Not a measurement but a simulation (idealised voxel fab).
You're looking at the process module voxel wiring stack.
Cross-sectional view cut (width: 300 nm; square cell size: 5 nm).
Think of the cross-section as a grid of square cells. We describe it in bands, top to bottom, and each band covers one or more rows of those cells.
Top height, bottom height, nm. Materials left to right, width each, nm. Single material + "everywhere" = fills band edge to edge. "air" = empty.
Height reference: 0 = level under which incoming wafer is all one material. Lowest band: no bottom, runs on downward, e.g. "0 nm and below".
The two numbers in a width such as "30 to 40" mark its ends across the band: the first belongs to the top row of cells, the second to the bottom row, and from each row to the next the width moves by the same amount.
Given "no alteration" for a step, no cell of the cross-section differs between before and after that step.
Look at "Unvented voids" for the closed voids: empty spaces with no open path to the top, sized 8 cells or up. Each is width x height at distance, distance from the left edge, all nm.
The remark found on a step's line after its settings is issued by the simulator itself and pertains to that step.
overlay nm: where the mask lay relative to plan, measured to the right, on steps with a mask; negatives go left.
### The process steps that were planned are listed below
- 1: RECEIVE,material Si
- 2: CONFORMAL_DEP,material SiO2,thk nm 10
- 3: DIRECTIONAL_DEP,material TiN,thk nm 5
- 4: DIRECTIONAL_DEP,material Ru,thk nm 15
- 5: PATTERN,tone cover,mask id METAL_1,material resist,width nm 20,pitch nm 40,thk nm 15,overlay nm 0
- 6: DIRECTIONAL_ETCH,etch materials Ru,depth nm 15
- 7: DIRECTIONAL_ETCH,etch materials TiN,depth nm 5
- 8: STRIP,etch materials resist
- 9: CONFORMAL_DEP,material SiCN,thk nm 5
- 10: FILL_DEP,material SiO2,thk nm 5
- 11: CMP,height nm 30
- 12: CONFORMAL_DEP,material SiCN,thk nm 5
- 13: DIRECTIONAL_DEP,material SiO2,thk nm 15
- 14: DIRECTIONAL_DEP,material aC,thk nm 15
- 15: PATTERN,tone open,mask id PLUG_1,material resist,width nm 15,pitch nm 40,thk nm 30,overlay nm 0
- 16: DIRECTIONAL_ETCH,etch materials aC,depth nm 15
- 17: STRIP,etch materials resist
- 18: DIRECTIONAL_ETCH,etch materials SiO2,depth nm 15
- 19: DIRECTIONAL_ETCH,etch materials SiCN,depth nm 5
- 20: STRIP,etch materials aC
- 21: CONFORMAL_DEP,material TiN,thk nm 5
- 22: FILL_DEP,material Cu,thk nm 5
- 23: CMP,height nm 50
- 24: CONFORMAL_DEP,material SiN,thk nm 5
- 25: DIRECTIONAL_DEP,material lowk,thk nm 20
- 26: DIRECTIONAL_DEP,material aC,thk nm 15
- 27: PATTERN,tone open,mask id METAL_2,material resist,width nm 20,pitch nm 40,thk nm 30,overlay nm 0
- 28: DIRECTIONAL_ETCH,etch materials aC,depth nm 15
- 29: STRIP,etch materials resist
- 30: DIRECTIONAL_ETCH,etch materials lowk,depth nm 20
- 31: DIRECTIONAL_ETCH,etch materials SiN,depth nm 5
- 32: STRIP,etch materials aC
- 33: CONFORMAL_DEP,material TiN,thk nm 5
- 34: FILL_DEP,material Cu,thk nm 5
- 35: CMP,height nm 75
- 36: CONFORMAL_DEP,material SiCN,thk nm 5
- 37: DIRECTIONAL_DEP,material lowk,thk nm 30
- 38: PATTERN,tone open,mask id METAL_3_HOLES,material resist,width nm 15,thk nm 20,overlay nm 0
- 39: DIRECTIONAL_ETCH,etch materials lowk,depth nm 30
- 40: STRIP,etch materials resist
- 41: MASKED_ETCH,tone open,mask id METAL_3,width nm 20,pitch nm 40,etch materials lowk,depth nm 15,overlay nm 0
- 42: MASKED_ETCH,tone open,mask id METAL_3,width nm 20,pitch nm 40,etch materials SiCN,depth nm 5,overlay nm 0
- 43: CONFORMAL_DEP,material TiN,thk nm 5
- 44: FILL_DEP,material Ru,thk nm 5
- 45: CMP,height nm 110
- 46: CONFORMAL_DEP,material SiN,thk nm 5
### first wafer, as planned
### Cross-section, incoming material, after step 1
* 0 nm and below | Si everywhere
* Unvented voids: none
### Cross-section: wafer state after step 2
* 10 nm to 0 nm | SiO2 everywhere
* Anything lower than 0 is untouched.
### Cross-section: wafer state after step 3
* 15 nm to 10 nm | TiN everywhere
* Anything lower than 10 is untouched.
### Cross-section: wafer state after step 4
* 30 nm to 15 nm | Ru everywhere
* Anything lower than 15 is untouched.
### Cross-section: wafer state after step 5
* 45 nm to 30 nm | air 120 nm / resist 20 nm / air 20 nm / resist 20 nm / air 120 nm
* Anything lower than 30 is untouched.
### Cross-section: wafer state after step 6
* 45 nm to 30 nm | air 120 nm / resist 20 nm / air 20 nm / resist 20 nm / air 120 nm
* 30 nm to 15 nm | air 120 nm / Ru 20 nm / air 20 nm / Ru 20 nm / air 120 nm
* Anything lower than 15 is untouched.
### Cross-section: wafer state after step 7
* 45 nm to 30 nm | air 120 nm / resist 20 nm / air 20 nm / resist 20 nm / air 120 nm
* 30 nm to 15 nm | air 120 nm / Ru 20 nm / air 20 nm / Ru 20 nm / air 120 nm
* 15 nm to 10 nm | air 120 nm / TiN 20 nm / air 20 nm / TiN 20 nm / air 120 nm
* Anything lower than 10 is untouched.
### Cross-section: wafer state after step 8
* 30 nm to 15 nm | air 120 nm / Ru 20 nm / air 20 nm / Ru 20 nm / air 120 nm
* Anything lower than 15 is untouched.
### Cross-section: wafer state after step 9
* 35 nm to 30 nm | air 115 nm / SiCN 30 nm / air 10 nm / SiCN 30 nm / air 115 nm
* 30 nm to 15 nm | air 115 nm / SiCN 5 nm / Ru 20 nm / SiCN 5 nm / air 10 nm / SiCN 5 nm / Ru 20 nm / SiCN 5 nm / air 115 nm
* 15 nm to 10 nm | SiCN 120 nm / TiN 20 nm / SiCN 20 nm / TiN 20 nm / SiCN 120 nm
* Anything lower than 10 is untouched.
### Cross-section: wafer state after step 10
* 40 nm to 35 nm | SiO2 everywhere
* 35 nm to 30 nm | SiO2 115 nm / SiCN 30 nm / SiO2 10 nm / SiCN 30 nm / SiO2 115 nm
* 30 nm to 15 nm | SiO2 115 nm / SiCN 5 nm / Ru 20 nm / SiCN 5 nm / SiO2 10 nm / SiCN 5 nm / Ru 20 nm / SiCN 5 nm / SiO2 115 nm
* Anything lower than 15 is untouched.
### Cross-section: wafer state after step 11
* 30 nm to 15 nm | SiO2 115 nm / SiCN 5 nm / Ru 20 nm / SiCN 5 nm / SiO2 10 nm / SiCN 5 nm / Ru 20 nm / SiCN 5 nm / SiO2 115 nm
* Anything lower than 15 is untouched.
### Cross-section: wafer state after step 12
* 35 nm to 30 nm | SiCN everywhere
* Anything lower than 30 is untouched.
### Cross-section: wafer state after step 13
* 50 nm to 35 nm | SiO2 everywhere
* Anything lower than 35 is untouched.
### Cross-section: wafer state after step 14
* 65 nm to 50 nm | aC everywhere
* Anything lower than 50 is untouched.
### Cross-section: wafer state after step 15
* 95 nm to 65 nm | resist 120 nm / air 15 nm / resist 25 nm / air 15 nm / resist 125 nm
* Anything lower than 65 is untouched.
### Cross-section: wafer state after step 16
* 80 nm to 65 nm | resist 120 nm / air 15 nm / resist 25 nm / air 15 nm / resist 125 nm
* 65 nm to 50 nm | aC 120 nm / air 15 nm / aC 25 nm / air 15 nm / aC 125 nm
* Anything lower than 50 is untouched.
### Cross-section: wafer state after step 17
* 65 nm to 50 nm | aC 120 nm / air 15 nm / aC 25 nm / air 15 nm / aC 125 nm
* Anything lower than 50 is untouched.
### Cross-section: wafer state after step 18
* 65 nm to 50 nm | aC 120 nm / air 15 nm / aC 25 nm / air 15 nm / aC 125 nm
* 50 nm to 35 nm | SiO2 120 nm / air 15 nm / SiO2 25 nm / air 15 nm / SiO2 125 nm
* Anything lower than 35 is untouched.
### Cross-section: wafer state after step 19
* 65 nm to 50 nm | aC 120 nm / air 15 nm / aC 25 nm / air 15 nm / aC 125 nm
* 50 nm to 35 nm | SiO2 120 nm / air 15 nm / SiO2 25 nm / air 15 nm / SiO2 125 nm
* 35 nm to 30 nm | SiCN 120 nm / air 15 nm / SiCN 25 nm / air 15 nm / SiCN 125 nm
* Anything lower than 30 is untouched.
### Cross-section: wafer state after step 20
* 50 nm to 35 nm | SiO2 120 nm / air 15 nm / SiO2 25 nm / air 15 nm / SiO2 125 nm
* Anything lower than 35 is untouched.
### Cross-section: wafer state after step 21
* 55 nm to 50 nm | TiN 125 nm / air 5 nm / TiN 35 nm / air 5 nm / TiN 130 nm
* 50 nm to 35 nm | SiO2 120 nm / TiN 5 nm / air 5 nm / TiN 5 nm / SiO2 25 nm / TiN 5 nm / air 5 nm / TiN 5 nm / SiO2 125 nm
* 35 nm to 30 nm | SiCN 120 nm / TiN 15 nm / SiCN 25 nm / TiN 15 nm / SiCN 125 nm
* Anything lower than 30 is untouched.
### Cross-section: wafer state after step 22
* 60 nm to 55 nm | Cu everywhere
* 55 nm to 50 nm | TiN 125 nm / Cu 5 nm / TiN 35 nm / Cu 5 nm / TiN 130 nm
* 50 nm to 35 nm | SiO2 120 nm / TiN 5 nm / Cu 5 nm / TiN 5 nm / SiO2 25 nm / TiN 5 nm / Cu 5 nm / TiN 5 nm / SiO2 125 nm
* Anything lower than 35 is untouched.
### Cross-section: wafer state after step 23
* 50 nm to 35 nm | SiO2 120 nm / TiN 5 nm / Cu 5 nm / TiN 5 nm / SiO2 25 nm / TiN 5 nm / Cu 5 nm / TiN 5 nm / SiO2 125 nm
* Anything lower than 35 is untouched.
### Cross-section: wafer state after step 24
* 55 nm to 50 nm | SiN everywhere
* Anything lower than 50 is untouched.
### Cross-section: wafer state after step 25
* 75 nm to 55 nm | lowk everywhere
* Anything lower than 55 is untouched.
### Cross-section: wafer state after step 26
* 90 nm to 75 nm | aC everywhere
* Anything lower than 75 is untouched.
### Cross-section: wafer state after step 27
* 120 nm to 90 nm | resist 120 nm / air 20 nm / resist 20 nm / air 20 nm / resist 120 nm
* Anything lower than 90 is untouched.
### Cross-section: wafer state after step 28
* 105 nm to 90 nm | resist 120 nm / air 20 nm / resist 20 nm / air 20 nm / resist 120 nm
* 90 nm to 75 nm | aC 120 nm / air 20 nm / aC 20 nm / air 20 nm / aC 120 nm
* Anything lower than 75 is untouched.
### Cross-section: wafer state after step 29
* 90 nm to 75 nm | aC 120 nm / air 20 nm / aC 20 nm / air 20 nm / aC 120 nm
* Anything lower than 75 is untouched.
### Cross-section: wafer state after step 30
* 90 nm to 75 nm | aC 120 nm / air 20 nm / aC 20 nm / air 20 nm / aC 120 nm
* 75 nm to 55 nm | lowk 120 nm / air 20 nm / lowk 20 nm / air 20 nm / lowk 120 nm
* Anything lower than 55 is untouched.
### Cross-section: wafer state after step 31
* 90 nm to 75 nm | aC 120 nm / air 20 nm / aC 20 nm / air 20 nm / aC 120 nm
* 75 nm to 55 nm | lowk 120 nm / air 20 nm / lowk 20 nm / air 20 nm / lowk 120 nm
* 55 nm to 50 nm | SiN 120 nm / air 20 nm / SiN 20 nm / air 20 nm / SiN 120 nm
* Anything lower than 50 is untouched.
### Cross-section: wafer state after step 32
* 75 nm to 55 nm | lowk 120 nm / air 20 nm / lowk 20 nm / air 20 nm / lowk 120 nm
* Anything lower than 55 is untouched.
### Cross-section: wafer state after step 33
* 80 nm to 75 nm | TiN 125 nm / air 10 nm / TiN 30 nm / air 10 nm / TiN 125 nm
* 75 nm to 55 nm | lowk 120 nm / TiN 5 nm / air 10 nm / TiN 5 nm / lowk 20 nm / TiN 5 nm / air 10 nm / TiN 5 nm / lowk 120 nm
* 55 nm to 50 nm | SiN 120 nm / TiN 20 nm / SiN 20 nm / TiN 20 nm / SiN 120 nm
* Anything lower than 50 is untouched.
### Cross-section: wafer state after step 34
* 85 nm to 80 nm | Cu everywhere
* 80 nm to 75 nm | TiN 125 nm / Cu 10 nm / TiN 30 nm / Cu 10 nm / TiN 125 nm
* 75 nm to 55 nm | lowk 120 nm / TiN 5 nm / Cu 10 nm / TiN 5 nm / lowk 20 nm / TiN 5 nm / Cu 10 nm / TiN 5 nm / lowk 120 nm
* Anything lower than 55 is untouched.
### Cross-section: wafer state after step 35
* 75 nm to 55 nm | lowk 120 nm / TiN 5 nm / Cu 10 nm / TiN 5 nm / lowk 20 nm / TiN 5 nm / Cu 10 nm / TiN 5 nm / lowk 120 nm
* Anything lower than 55 is untouched.
### Cross-section: wafer state after step 36
* 80 nm to 75 nm | SiCN everywhere
* Anything lower than 75 is untouched.
### Cross-section: wafer state after step 37
* 110 nm to 80 nm | lowk everywhere
* Anything lower than 80 is untouched.
### Cross-section: wafer state after step 38
* 130 nm to 110 nm | resist 120 nm / air 15 nm / resist 165 nm
* Anything lower than 110 is untouched.
### Cross-section: wafer state after step 39
* 130 nm to 110 nm | resist 120 nm / air 15 nm / resist 165 nm
* 110 nm to 80 nm | lowk 120 nm / air 15 nm / lowk 165 nm
* Anything lower than 80 is untouched.
### Cross-section: wafer state after step 40
* 110 nm to 80 nm | lowk 120 nm / air 15 nm / lowk 165 nm
* Anything lower than 80 is untouched.
### Cross-section: wafer state after step 41
* 110 nm to 95 nm | lowk 120 nm / air 20 nm / lowk 20 nm / air 20 nm / lowk 120 nm
* Anything lower than 95 is untouched.
### Cross-section: wafer state after step 42
* 110 nm to 95 nm | lowk 120 nm / air 20 nm / lowk 20 nm / air 20 nm / lowk 120 nm
* 95 nm to 80 nm | lowk 120 nm / air 15 nm / lowk 165 nm
* 80 nm to 75 nm | SiCN 120 nm / air 15 nm / SiCN 165 nm
* Anything lower than 75 is untouched.
### Cross-section: wafer state after step 43
* 115 nm to 110 nm | TiN 125 nm / air 10 nm / TiN 30 nm / air 10 nm / TiN 125 nm
* 110 nm to 100 nm | lowk 120 nm / TiN 5 nm / air 10 nm / TiN 5 nm / lowk 20 nm / TiN 5 nm / air 10 nm / TiN 5 nm / lowk 120 nm
* 100 nm to 95 nm | lowk 120 nm / TiN 5 nm / air 5 nm / TiN 10 nm / lowk 20 nm / TiN 20 nm / lowk 120 nm
* 95 nm to 80 nm | lowk 120 nm / TiN 5 nm / air 5 nm / TiN 5 nm / lowk 165 nm
* 80 nm to 75 nm | SiCN 120 nm / TiN 15 nm / SiCN 165 nm
* Anything lower than 75 is untouched.
### Cross-section: wafer state after step 44
* 120 nm to 115 nm | Ru everywhere
* 115 nm to 110 nm | TiN 125 nm / Ru 10 nm / TiN 30 nm / Ru 10 nm / TiN 125 nm
* 110 nm to 100 nm | lowk 120 nm / TiN 5 nm / Ru 10 nm / TiN 5 nm / lowk 20 nm / TiN 5 nm / Ru 10 nm / TiN 5 nm / lowk 120 nm
* 100 nm to 95 nm | lowk 120 nm / TiN 5 nm / Ru 5 nm / TiN 10 nm / lowk 20 nm / TiN 20 nm / lowk 120 nm
* 95 nm to 80 nm | lowk 120 nm / TiN 5 nm / Ru 5 nm / TiN 5 nm / lowk 165 nm
* Anything lower than 80 is untouched.
### Cross-section: wafer state after step 45
* 110 nm to 100 nm | lowk 120 nm / TiN 5 nm / Ru 10 nm / TiN 5 nm / lowk 20 nm / TiN 5 nm / Ru 10 nm / TiN 5 nm / lowk 120 nm
* Anything lower than 100 is untouched.
### Cross-section: wafer state after step 46
* 115 nm to 110 nm | SiN everywhere
* Anything lower than 110 is untouched.
### Regarding the second of the two wafers: it shared the first wafer's starting condition and process plan, yet one error occurred during its execution. Its history coincides with that of the first wafer up to and including step 14
### Second wafer, sectioned view, at step 15's planned end time
* 95 nm to 65 nm | resist 110 nm / air 15 nm / resist 25 nm / air 15 nm / resist 135 nm
* Anything lower than 65 is untouched.
### Second wafer, sectioned view, at step 16's planned end time
* 80 nm to 65 nm | resist 110 nm / air 15 nm / resist 25 nm / air 15 nm / resist 135 nm
* 65 nm to 50 nm | aC 110 nm / air 15 nm / aC 25 nm / air 15 nm / aC 135 nm
* Anything lower than 50 is untouched.
### Second wafer, sectioned view, at step 17's planned end time
* 65 nm to 50 nm | aC 110 nm / air 15 nm / aC 25 nm / air 15 nm / aC 135 nm
* Anything lower than 50 is untouched.
### Second wafer, sectioned view, at step 18's planned end time
* 65 nm to 50 nm | aC 110 nm / air 15 nm / aC 25 nm / air 15 nm / aC 135 nm
* 50 nm to 35 nm | SiO2 110 nm / air 15 nm / SiO2 25 nm / air 15 nm / SiO2 135 nm
* Anything lower than 35 is untouched.
### Second wafer, sectioned view, at step 19's planned end time
* 65 nm to 50 nm | aC 110 nm / air 15 nm / aC 25 nm / air 15 nm / aC 135 nm
* 50 nm to 35 nm | SiO2 110 nm / air 15 nm / SiO2 25 nm / air 15 nm / SiO2 135 nm
* 35 nm to 30 nm | SiCN 110 nm / air 15 nm / SiCN 25 nm / air 15 nm / SiCN 135 nm
* Anything lower than 30 is untouched.
### Second wafer, sectioned view, at step 20's planned end time
* 50 nm to 35 nm | SiO2 110 nm / air 15 nm / SiO2 25 nm / air 15 nm / SiO2 135 nm
* Anything lower than 35 is untouched.
### Second wafer, sectioned view, at step 21's planned end time
* 55 nm to 50 nm | TiN 115 nm / air 5 nm / TiN 35 nm / air 5 nm / TiN 140 nm
* 50 nm to 35 nm | SiO2 110 nm / TiN 5 nm / air 5 nm / TiN 5 nm / SiO2 25 nm / TiN 5 nm / air 5 nm / TiN 5 nm / SiO2 135 nm
* 35 nm to 30 nm | SiCN 110 nm / TiN 15 nm / SiCN 25 nm / TiN 15 nm / SiCN 135 nm
* Anything lower than 30 is untouched.
### Second wafer, sectioned view, at step 22's planned end time
* 60 nm to 55 nm | Cu everywhere
* 55 nm to 50 nm | TiN 115 nm / Cu 5 nm / TiN 35 nm / Cu 5 nm / TiN 140 nm
* 50 nm to 35 nm | SiO2 110 nm / TiN 5 nm / Cu 5 nm / TiN 5 nm / SiO2 25 nm / TiN 5 nm / Cu 5 nm / TiN 5 nm / SiO2 135 nm
* Anything lower than 35 is untouched.
### Second wafer, sectioned view, at step 23's planned end time
* 50 nm to 35 nm | SiO2 110 nm / TiN 5 nm / Cu 5 nm / TiN 5 nm / SiO2 25 nm / TiN 5 nm / Cu 5 nm / TiN 5 nm / SiO2 135 nm
* Anything lower than 35 is untouched.
### Second wafer, sectioned view, at step 24's planned end time
* 55 nm to 50 nm | SiN everywhere
* Anything lower than 50 is untouched.
### Second wafer, sectioned view, at step 25's planned end time
* 75 nm to 55 nm | lowk everywhere
* Anything lower than 55 is untouched.
### Second wafer, sectioned view, at step 26's planned end time
* 90 nm to 75 nm | aC everywhere
* Anything lower than 75 is untouched.
### Second wafer, sectioned view, at step 27's planned end time
* 120 nm to 90 nm | resist 120 nm / air 20 nm / resist 20 nm / air 20 nm / resist 120 nm
* Anything lower than 90 is untouched.
### Second wafer, sectioned view, at step 28's planned end time
* 105 nm to 90 nm | resist 120 nm / air 20 nm / resist 20 nm / air 20 nm / resist 120 nm
* 90 nm to 75 nm | aC 120 nm / air 20 nm / aC 20 nm / air 20 nm / aC 120 nm
* Anything lower than 75 is untouched.
### Second wafer, sectioned view, at step 29's planned end time
* 90 nm to 75 nm | aC 120 nm / air 20 nm / aC 20 nm / air 20 nm / aC 120 nm
* Anything lower than 75 is untouched.
### Second wafer, sectioned view, at step 30's planned end time
* 90 nm to 75 nm | aC 120 nm / air 20 nm / aC 20 nm / air 20 nm / aC 120 nm
* 75 nm to 55 nm | lowk 120 nm / air 20 nm / lowk 20 nm / air 20 nm / lowk 120 nm
* Anything lower than 55 is untouched.
### Second wafer, sectioned view, at step 31's planned end time
* 90 nm to 75 nm | aC 120 nm / air 20 nm / aC 20 nm / air 20 nm / aC 120 nm
* 75 nm to 55 nm | lowk 120 nm / air 20 nm / lowk 20 nm / air 20 nm / lowk 120 nm
* 55 nm to 50 nm | SiN 120 nm / air 20 nm / SiN 20 nm / air 20 nm / SiN 120 nm
* Anything lower than 50 is untouched.
### Second wafer, sectioned view, at step 32's planned end time
* 75 nm to 55 nm | lowk 120 nm / air 20 nm / lowk 20 nm / air 20 nm / lowk 120 nm
* Anything lower than 55 is untouched.
### Second wafer, sectioned view, at step 33's planned end time
* 80 nm to 75 nm | TiN 125 nm / air 10 nm / TiN 30 nm / air 10 nm / TiN 125 nm
* 75 nm to 55 nm | lowk 120 nm / TiN 5 nm / air 10 nm / TiN 5 nm / lowk 20 nm / TiN 5 nm / air 10 nm / TiN 5 nm / lowk 120 nm
* 55 nm to 50 nm | SiN 120 nm / TiN 20 nm / SiN 20 nm / TiN 20 nm / SiN 120 nm
* Anything lower than 50 is untouched.
### Second wafer, sectioned view, at step 34's planned end time
* 85 nm to 80 nm | Cu everywhere
* 80 nm to 75 nm | TiN 125 nm / Cu 10 nm / TiN 30 nm / Cu 10 nm / TiN 125 nm
* 75 nm to 55 nm | lowk 120 nm / TiN 5 nm / Cu 10 nm / TiN 5 nm / lowk 20 nm / TiN 5 nm / Cu 10 nm / TiN 5 nm / lowk 120 nm
* Anything lower than 55 is untouched.
### Second wafer, sectioned view, at step 35's planned end time
* 75 nm to 55 nm | lowk 120 nm / TiN 5 nm / Cu 10 nm / TiN 5 nm / lowk 20 nm / TiN 5 nm / Cu 10 nm / TiN 5 nm / lowk 120 nm
* Anything lower than 55 is untouched.
### Second wafer, sectioned view, at step 36's planned end time
* 80 nm to 75 nm | SiCN everywhere
* Anything lower than 75 is untouched.
### Second wafer, sectioned view, at step 37's planned end time
* 110 nm to 80 nm | lowk everywhere
* Anything lower than 80 is untouched.
### Second wafer, sectioned view, at step 38's planned end time
* 130 nm to 110 nm | resist 120 nm / air 15 nm / resist 165 nm
* Anything lower than 110 is untouched.
### Second wafer, sectioned view, at step 39's planned end time
* 130 nm to 110 nm | resist 120 nm / air 15 nm / resist 165 nm
* 110 nm to 80 nm | lowk 120 nm / air 15 nm / lowk 165 nm
* Anything lower than 80 is untouched.
### Second wafer, sectioned view, at step 40's planned end time
* 110 nm to 80 nm | lowk 120 nm / air 15 nm / lowk 165 nm
* Anything lower than 80 is untouched.
### Second wafer, sectioned view, at step 41's planned end time
* 110 nm to 95 nm | lowk 120 nm / air 20 nm / lowk 20 nm / air 20 nm / lowk 120 nm
* Anything lower than 95 is untouched.
### Second wafer, sectioned view, at step 42's planned end time
* 110 nm to 95 nm | lowk 120 nm / air 20 nm / lowk 20 nm / air 20 nm / lowk 120 nm
* 95 nm to 80 nm | lowk 120 nm / air 15 nm / lowk 165 nm
* 80 nm to 75 nm | SiCN 120 nm / air 15 nm / SiCN 165 nm
* Anything lower than 75 is untouched.
### Second wafer, sectioned view, at step 43's planned end time
* 115 nm to 110 nm | TiN 125 nm / air 10 nm / TiN 30 nm / air 10 nm / TiN 125 nm
* 110 nm to 100 nm | lowk 120 nm / TiN 5 nm / air 10 nm / TiN 5 nm / lowk 20 nm / TiN 5 nm / air 10 nm / TiN 5 nm / lowk 120 nm
* 100 nm to 95 nm | lowk 120 nm / TiN 5 nm / air 5 nm / TiN 10 nm / lowk 20 nm / TiN 20 nm / lowk 120 nm
* 95 nm to 80 nm | lowk 120 nm / TiN 5 nm / air 5 nm / TiN 5 nm / lowk 165 nm
* 80 nm to 75 nm | SiCN 120 nm / TiN 15 nm / SiCN 165 nm
* Anything lower than 75 is untouched.
### Second wafer, sectioned view, at step 44's planned end time
* 120 nm to 115 nm | Ru everywhere
* 115 nm to 110 nm | TiN 125 nm / Ru 10 nm / TiN 30 nm / Ru 10 nm / TiN 125 nm
* 110 nm to 100 nm | lowk 120 nm / TiN 5 nm / Ru 10 nm / TiN 5 nm / lowk 20 nm / TiN 5 nm / Ru 10 nm / TiN 5 nm / lowk 120 nm
* 100 nm to 95 nm | lowk 120 nm / TiN 5 nm / Ru 5 nm / TiN 10 nm / lowk 20 nm / TiN 20 nm / lowk 120 nm
* 95 nm to 80 nm | lowk 120 nm / TiN 5 nm / Ru 5 nm / TiN 5 nm / lowk 165 nm
* Anything lower than 80 is untouched.
### Second wafer, sectioned view, at step 45's planned end time
* 110 nm to 100 nm | lowk 120 nm / TiN 5 nm / Ru 10 nm / TiN 5 nm / lowk 20 nm / TiN 5 nm / Ru 10 nm / TiN 5 nm / lowk 120 nm
* Anything lower than 100 is untouched.
### Second wafer, sectioned view, at step 46's planned end time
* 115 nm to 110 nm | SiN everywhere
* Anything lower than 110 is untouched.
Plan not followed: step 15 did not happen as planned, as run it was PATTERN,tone open,mask id PLUG_1,material resist,width nm 15,pitch nm 40,thk nm 30,overlay nm -10
When the process is done, the second wafer contains the same cell count of every material as the first wafer, but distributed over other locations.
